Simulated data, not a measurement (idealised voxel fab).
Title: Process Module voxel capacitor over wiring
The cross-section shown here is cut; it is 250 nm wide and divided into square cells measuring 5 nm on a side.
If you're reading a cross-section in this doc, picture square cells in a grid; it comes to you as bands, top ones listed first down to the bottom, and a band can be one or more rows of cells.
Top, bottom (nm), then materials left to right with widths (nm); lone material tagged "full width" fills the whole band edge to edge; "blank" = empty space.
Basically, 0 is our baseline, since under it the wafer straight out of the box is all one material. The bottom band has no lower end and keeps on going down, so it looks like "z 0 and below".
Graded width ("30 to 40"): value in top row of band = first number; value in bottom row = second number; row-to-row change constant.
Basically "nothing different" means that step didn't change any cell in the cross-section.
Basically, "Fully closed voids" tells you about the enclosed voids: empty spaces with no open way to the top, 8 cells or bigger, each written width x height at distance, where distance is from the left edge, all in nm.
Anything after a step's settings on that line? It's the simulator's own note about the step.
overlay nm: how far to the right of its planned place the mask lay on this masked step (negative: to the left).
-- plan
1. RECEIVE,material Si
2. CONFORMAL_DEP,material SiO2,thk nm 10
3. CONFORMAL_DEP,material SiCN,thk nm 5
4. DIRECTIONAL_DEP,material lowk,thk nm 20
5. PATTERN,tone open,mask id METAL_1,material resist,width nm 30,pitch nm 100,thk nm 15,overlay nm 0
6. DIRECTIONAL_ETCH,etch materials lowk,depth nm 20
7. DIRECTIONAL_ETCH,etch materials SiCN,depth nm 5
8. STRIP,etch materials resist
9. CONFORMAL_DEP,material TiN,thk nm 5
10. FILL_DEP,material W,thk nm 5
11. CMP,height nm 35
12. CONFORMAL_DEP,material SiCN,thk nm 5
13. DIRECTIONAL_DEP,material lowk,thk nm 10
14. PATTERN,tone open,mask id PLUG_1,material resist,width nm 15,thk nm 20,overlay nm 0
15. DIRECTIONAL_ETCH,etch materials lowk,depth nm 10
16. DIRECTIONAL_ETCH,etch materials SiCN,depth nm 5
17. STRIP,etch materials resist
18. EPI,material Ru,thk nm 10
19. EPI,material Ru,thk nm 5
20. DIRECTIONAL_DEP,material TiN,thk nm 5
21. DIRECTIONAL_DEP,material HfO2,thk nm 5
22. DIRECTIONAL_DEP,material TiN,thk nm 10
23. DIRECTIONAL_DEP,material aC,thk nm 10
24. PATTERN,tone cover,mask id UPPER_PLATE,material resist,width nm 75,thk nm 30,overlay nm 0
25. DIRECTIONAL_ETCH,etch materials aC,depth nm 10
26. STRIP,etch materials resist
27. DIRECTIONAL_ETCH,etch materials TiN,depth nm 10
28. DIRECTIONAL_ETCH,etch materials HfO2,depth nm 5
29. STRIP,etch materials aC
30. DIRECTIONAL_DEP,material aC,thk nm 15
31. PATTERN,tone cover,mask id LOWER_PLATE,material resist,width nm 85,thk nm 30,overlay nm 0
32. DIRECTIONAL_ETCH,etch materials aC,depth nm 15
33. STRIP,etch materials resist
34. DIRECTIONAL_ETCH,etch materials TiN,depth nm 5
35. STRIP,etch materials aC
36. FILL_DEP,material SiO2,thk nm 15
37. CMP,height nm 80
38. DIRECTIONAL_DEP,material aC,thk nm 10
39. PATTERN,tone open,mask id PLUG_2,material resist,width nm 15,thk nm 25,overlay nm 0
40. DIRECTIONAL_ETCH,etch materials aC,depth nm 10
41. STRIP,etch materials resist
42. DIRECTIONAL_ETCH,etch materials SiO2,depth nm 10
43. STRIP,etch materials aC
44. CONFORMAL_DEP,material TiN,thk nm 5
45. FILL_DEP,material W,thk nm 5
46. CMP,height nm 80
47. CONFORMAL_DEP,material SiCN,thk nm 5
-- The first wafer of two, processed as planned
-- Cross-sectional view of the wafer in its as-received condition, corresponding to the state after step 1
	z 0 and below = Si full width
	Fully closed voids: none
-- You're looking at a cross-section of the wafer after step 2
	z 10 to 0 = SiO2 full width
	Nothing below the height 0 has changed.
-- You're looking at a cross-section of the wafer after step 3
	z 15 to 10 = SiCN full width
	Nothing below the height 10 has changed.
-- You're looking at a cross-section of the wafer after step 4
	z 35 to 15 = lowk full width
	Nothing below the height 15 has changed.
-- You're looking at a cross-section of the wafer after step 5
	z 50 to 35 = 60 of resist / 30 of blank / 70 of resist / 30 of blank / 60 of resist
	Nothing below the height 35 has changed.
-- You're looking at a cross-section of the wafer after step 6
	z 50 to 35 = 60 of resist / 30 of blank / 70 of resist / 30 of blank / 60 of resist
	z 35 to 15 = 60 of lowk / 30 of blank / 70 of lowk / 30 of blank / 60 of lowk
	Nothing below the height 15 has changed.
-- You're looking at a cross-section of the wafer after step 7
	z 50 to 35 = 60 of resist / 30 of blank / 70 of resist / 30 of blank / 60 of resist
	z 35 to 15 = 60 of lowk / 30 of blank / 70 of lowk / 30 of blank / 60 of lowk
	z 15 to 10 = 60 of SiCN / 30 of blank / 70 of SiCN / 30 of blank / 60 of SiCN
	Nothing below the height 10 has changed.
-- You're looking at a cross-section of the wafer after step 8
	z 35 to 15 = 60 of lowk / 30 of blank / 70 of lowk / 30 of blank / 60 of lowk
	Nothing below the height 15 has changed.
-- You're looking at a cross-section of the wafer after step 9
	z 40 to 35 = 65 of TiN / 20 of blank / 80 of TiN / 20 of blank / 65 of TiN
	z 35 to 15 = 60 of lowk / 5 of TiN / 20 of blank / 5 of TiN / 70 of lowk / 5 of TiN / 20 of blank / 5 of TiN / 60 of lowk
	z 15 to 10 = 60 of SiCN / 30 of TiN / 70 of SiCN / 30 of TiN / 60 of SiCN
	Nothing below the height 10 has changed.
-- You're looking at a cross-section of the wafer after step 10
	z 45 to 40 = W full width
	z 40 to 35 = 65 of TiN / 20 of W / 80 of TiN / 20 of W / 65 of TiN
	z 35 to 15 = 60 of lowk / 5 of TiN / 20 of W / 5 of TiN / 70 of lowk / 5 of TiN / 20 of W / 5 of TiN / 60 of lowk
	Nothing below the height 15 has changed.
-- You're looking at a cross-section of the wafer after step 11
	z 35 to 15 = 60 of lowk / 5 of TiN / 20 of W / 5 of TiN / 70 of lowk / 5 of TiN / 20 of W / 5 of TiN / 60 of lowk
	Nothing below the height 15 has changed.
-- You're looking at a cross-section of the wafer after step 12
	z 40 to 35 = SiCN full width
	Nothing below the height 35 has changed.
-- You're looking at a cross-section of the wafer after step 13
	z 50 to 40 = lowk full width
	Nothing below the height 40 has changed.
-- You're looking at a cross-section of the wafer after step 14
	z 70 to 50 = 75 of resist / 15 of blank / 160 of resist
	Nothing below the height 50 has changed.
-- You're looking at a cross-section of the wafer after step 15
	z 70 to 50 = 75 of resist / 15 of blank / 160 of resist
	z 50 to 40 = 75 of lowk / 15 of blank / 160 of lowk
	Nothing below the height 40 has changed.
-- You're looking at a cross-section of the wafer after step 16
	z 70 to 50 = 75 of resist / 15 of blank / 160 of resist
	z 50 to 40 = 75 of lowk / 15 of blank / 160 of lowk
	z 40 to 35 = 75 of SiCN / 15 of blank / 160 of SiCN
	Nothing below the height 35 has changed.
-- You're looking at a cross-section of the wafer after step 17
	z 50 to 40 = 75 of lowk / 15 of blank / 160 of lowk
	Nothing below the height 40 has changed.
-- You're looking at a cross-section of the wafer after step 18
	z 50 to 45 = 75 of lowk / 15 of blank / 160 of lowk
	z 45 to 40 = 75 of lowk / 15 of Ru / 160 of lowk
	z 40 to 35 = 75 of SiCN / 15 of Ru / 160 of SiCN
	Nothing below the height 35 has changed.
-- You're looking at a cross-section of the wafer after step 19
	z 50 to 40 = 75 of lowk / 15 of Ru / 160 of lowk
	Nothing below the height 40 has changed.
-- You're looking at a cross-section of the wafer after step 20
	z 55 to 50 = TiN full width
	Nothing below the height 50 has changed.
-- You're looking at a cross-section of the wafer after step 21
	z 60 to 55 = HfO2 full width
	Nothing below the height 55 has changed.
-- You're looking at a cross-section of the wafer after step 22
	z 70 to 60 = TiN full width
	Nothing below the height 60 has changed.
-- You're looking at a cross-section of the wafer after step 23
	z 80 to 70 = aC full width
	Nothing below the height 70 has changed.
-- You're looking at a cross-section of the wafer after step 24
	z 110 to 80 = 75 of blank / 75 of resist / 100 of blank
	Nothing below the height 80 has changed.
-- You're looking at a cross-section of the wafer after step 25
	z 100 to 80 = 75 of blank / 75 of resist / 100 of blank
	z 80 to 70 = 75 of blank / 75 of aC / 100 of blank
	Nothing below the height 70 has changed.
-- You're looking at a cross-section of the wafer after step 26
	z 80 to 70 = 75 of blank / 75 of aC / 100 of blank
	Nothing below the height 70 has changed.
-- You're looking at a cross-section of the wafer after step 27
	z 80 to 70 = 75 of blank / 75 of aC / 100 of blank
	z 70 to 60 = 75 of blank / 75 of TiN / 100 of blank
	Nothing below the height 60 has changed.
-- You're looking at a cross-section of the wafer after step 28
	z 80 to 70 = 75 of blank / 75 of aC / 100 of blank
	z 70 to 60 = 75 of blank / 75 of TiN / 100 of blank
	z 60 to 55 = 75 of blank / 75 of HfO2 / 100 of blank
	Nothing below the height 55 has changed.
-- You're looking at a cross-section of the wafer after step 29
	z 70 to 60 = 75 of blank / 75 of TiN / 100 of blank
	Nothing below the height 60 has changed.
-- You're looking at a cross-section of the wafer after step 30
	z 85 to 70 = 75 of blank / 75 of aC / 100 of blank
	z 70 to 60 = 75 of aC / 75 of TiN / 100 of aC
	z 60 to 55 = 75 of aC / 75 of HfO2 / 100 of aC
	Nothing below the height 55 has changed.
-- You're looking at a cross-section of the wafer after step 31
	z 115 to 85 = 70 of blank / 85 of resist / 95 of blank
	z 85 to 70 = 70 of blank / 5 of resist / 75 of aC / 5 of resist / 95 of blank
	Nothing below the height 70 has changed.
-- You're looking at a cross-section of the wafer after step 32
	z 100 to 85 = 70 of blank / 85 of resist / 95 of blank
	z 85 to 70 = 70 of blank / 5 of resist / 75 of aC / 5 of resist / 95 of blank
	z 70 to 60 = 70 of blank / 5 of aC / 75 of TiN / 5 of aC / 95 of blank
	z 60 to 55 = 70 of blank / 5 of aC / 75 of HfO2 / 5 of aC / 95 of blank
	Nothing below the height 55 has changed.
-- You're looking at a cross-section of the wafer after step 33
	z 85 to 70 = 75 of blank / 75 of aC / 100 of blank
	Nothing below the height 70 has changed.
-- You're looking at a cross-section of the wafer after step 34
	z 85 to 70 = 75 of blank / 75 of aC / 100 of blank
	z 70 to 60 = 70 of blank / 5 of aC / 75 of TiN / 5 of aC / 95 of blank
	z 60 to 55 = 70 of blank / 5 of aC / 75 of HfO2 / 5 of aC / 95 of blank
	z 55 to 50 = 70 of blank / 85 of TiN / 95 of blank
	Nothing below the height 50 has changed.
-- You're looking at a cross-section of the wafer after step 35
	z 70 to 60 = 75 of blank / 75 of TiN / 100 of blank
	z 60 to 55 = 75 of blank / 75 of HfO2 / 100 of blank
	Nothing below the height 55 has changed.
-- You're looking at a cross-section of the wafer after step 36
	z 85 to 70 = SiO2 full width
	z 70 to 60 = 75 of SiO2 / 75 of TiN / 100 of SiO2
	z 60 to 55 = 75 of SiO2 / 75 of HfO2 / 100 of SiO2
	z 55 to 50 = 70 of SiO2 / 85 of TiN / 95 of SiO2
	Nothing below the height 50 has changed.
-- You're looking at a cross-section of the wafer after step 37
	z 80 to 70 = SiO2 full width
	Nothing below the height 70 has changed.
-- You're looking at a cross-section of the wafer after step 38
	z 90 to 80 = aC full width
	Nothing below the height 80 has changed.
-- You're looking at a cross-section of the wafer after step 39
	z 115 to 90 = 85 of resist / 15 of blank / 150 of resist
	Nothing below the height 90 has changed.
-- You're looking at a cross-section of the wafer after step 40
	z 105 to 90 = 85 of resist / 15 of blank / 150 of resist
	z 90 to 80 = 85 of aC / 15 of blank / 150 of aC
	Nothing below the height 80 has changed.
-- You're looking at a cross-section of the wafer after step 41
	z 90 to 80 = 85 of aC / 15 of blank / 150 of aC
	Nothing below the height 80 has changed.
-- You're looking at a cross-section of the wafer after step 42
	z 90 to 80 = 85 of aC / 15 of blank / 150 of aC
	z 80 to 70 = 85 of SiO2 / 15 of blank / 150 of SiO2
	Nothing below the height 70 has changed.
-- You're looking at a cross-section of the wafer after step 43
	z 80 to 70 = 85 of SiO2 / 15 of blank / 150 of SiO2
	Nothing below the height 70 has changed.
-- You're looking at a cross-section of the wafer after step 44
	z 85 to 80 = 90 of TiN / 5 of blank / 155 of TiN
	z 80 to 75 = 85 of SiO2 / 5 of TiN / 5 of blank / 5 of TiN / 150 of SiO2
	z 75 to 70 = 85 of SiO2 / 15 of TiN / 150 of SiO2
	Nothing below the height 70 has changed.
-- You're looking at a cross-section of the wafer after step 45
	z 90 to 85 = W full width
	z 85 to 80 = 90 of TiN / 5 of W / 155 of TiN
	z 80 to 75 = 85 of SiO2 / 5 of TiN / 5 of W / 5 of TiN / 150 of SiO2
	Nothing below the height 75 has changed.
-- You're looking at a cross-section of the wafer after step 46
	z 80 to 75 = 85 of SiO2 / 5 of TiN / 5 of W / 5 of TiN / 150 of SiO2
	Nothing below the height 75 has changed.
-- You're looking at a cross-section of the wafer after step 47
	z 85 to 80 = SiCN full width
	Nothing below the height 80 has changed.
-- It is to be noted that the second wafer proceeded from the same initial state and according to the same plan as the first, although one mistake was committed in its execution; through step 21, inclusive, the two wafers share an identical history
-- when step 22 should have ended
	z 75 to 60 = TiN full width
	Nothing below the height 60 has changed.
-- when step 23 should have ended
	z 85 to 75 = aC full width
	Nothing below the height 75 has changed.
-- when step 24 should have ended
	z 115 to 85 = 75 of blank / 75 of resist / 100 of blank
	Nothing below the height 85 has changed.
-- when step 25 should have ended
	z 105 to 85 = 75 of blank / 75 of resist / 100 of blank
	z 85 to 75 = 75 of blank / 75 of aC / 100 of blank
	Nothing below the height 75 has changed.
-- when step 26 should have ended
	z 85 to 75 = 75 of blank / 75 of aC / 100 of blank
	Nothing below the height 75 has changed.
-- when step 27 should have ended
	z 85 to 75 = 75 of blank / 75 of aC / 100 of blank
	z 75 to 65 = 75 of blank / 75 of TiN / 100 of blank
	Nothing below the height 65 has changed.
when step 28 should have ended: nothing different
-- when step 29 should have ended
	z 75 to 65 = 75 of blank / 75 of TiN / 100 of blank
	Nothing below the height 65 has changed.
-- when step 30 should have ended
	z 90 to 80 = 75 of blank / 75 of aC / 100 of blank
	z 80 to 75 = aC full width
	z 75 to 65 = 75 of aC / 75 of TiN / 100 of aC
	Nothing below the height 65 has changed.
-- when step 31 should have ended
	z 120 to 90 = 70 of blank / 85 of resist / 95 of blank
	z 90 to 80 = 70 of blank / 5 of resist / 75 of aC / 5 of resist / 95 of blank
	Nothing below the height 80 has changed.
-- when step 32 should have ended
	z 105 to 90 = 70 of blank / 85 of resist / 95 of blank
	z 90 to 80 = 70 of blank / 5 of resist / 75 of aC / 5 of resist / 95 of blank
	z 80 to 75 = 70 of blank / 85 of aC / 95 of blank
	z 75 to 65 = 70 of blank / 5 of aC / 75 of TiN / 5 of aC / 95 of blank
	Nothing below the height 65 has changed.
-- when step 33 should have ended
	z 90 to 80 = 75 of blank / 75 of aC / 100 of blank
	Nothing below the height 80 has changed.
-- when step 34 should have ended
	z 90 to 80 = 75 of blank / 75 of aC / 100 of blank
	z 80 to 75 = 70 of blank / 85 of aC / 95 of blank
	z 75 to 65 = 70 of blank / 5 of aC / 75 of TiN / 5 of aC / 95 of blank
	z 65 to 60 = 70 of blank / 85 of TiN / 95 of blank
	Nothing below the height 60 has changed.
-- when step 35 should have ended
	z 75 to 65 = 75 of blank / 75 of TiN / 100 of blank
	Nothing below the height 65 has changed.
-- when step 36 should have ended
	z 90 to 75 = SiO2 full width
	z 75 to 65 = 75 of SiO2 / 75 of TiN / 100 of SiO2
	z 65 to 60 = 70 of SiO2 / 85 of TiN / 95 of SiO2
	Nothing below the height 60 has changed.
-- when step 37 should have ended
	z 80 to 75 = SiO2 full width
	Nothing below the height 75 has changed.
-- when step 38 should have ended
	z 90 to 80 = aC full width
	Nothing below the height 80 has changed.
-- when step 39 should have ended
	z 115 to 90 = 85 of resist / 15 of blank / 150 of resist
	Nothing below the height 90 has changed.
-- when step 40 should have ended
	z 105 to 90 = 85 of resist / 15 of blank / 150 of resist
	z 90 to 80 = 85 of aC / 15 of blank / 150 of aC
	Nothing below the height 80 has changed.
-- when step 41 should have ended
	z 90 to 80 = 85 of aC / 15 of blank / 150 of aC
	Nothing below the height 80 has changed.
-- when step 42 should have ended
	z 90 to 80 = 85 of aC / 15 of blank / 150 of aC
	z 80 to 75 = 85 of SiO2 / 15 of blank / 150 of SiO2
	Nothing below the height 75 has changed.
-- when step 43 should have ended
	z 80 to 75 = 85 of SiO2 / 15 of blank / 150 of SiO2
	Nothing below the height 75 has changed.
-- when step 44 should have ended
	z 85 to 80 = 90 of TiN / 5 of blank / 155 of TiN
	z 80 to 75 = 85 of SiO2 / 15 of TiN / 150 of SiO2
	Nothing below the height 75 has changed.
-- when step 45 should have ended
	z 90 to 85 = W full width
	z 85 to 80 = 90 of TiN / 5 of W / 155 of TiN
	Nothing below the height 80 has changed.
-- when step 46 should have ended
	z 80 to 75 = 85 of SiO2 / 15 of TiN / 150 of SiO2
	Nothing below the height 75 has changed.
-- when step 47 should have ended
	z 85 to 80 = SiCN full width
	Nothing below the height 80 has changed.
Deviation noted in wafer processing: heads up, step 22 didn't go per plan, it actually ran as DIRECTIONAL_DEP,material TiN,thk nm 15
Wafer comparison, final, in cells, second relative to first, materials more or fewer: 35 more of HfO2, 82 fewer of SiO2, 48 more of TiN, 1 fewer of W
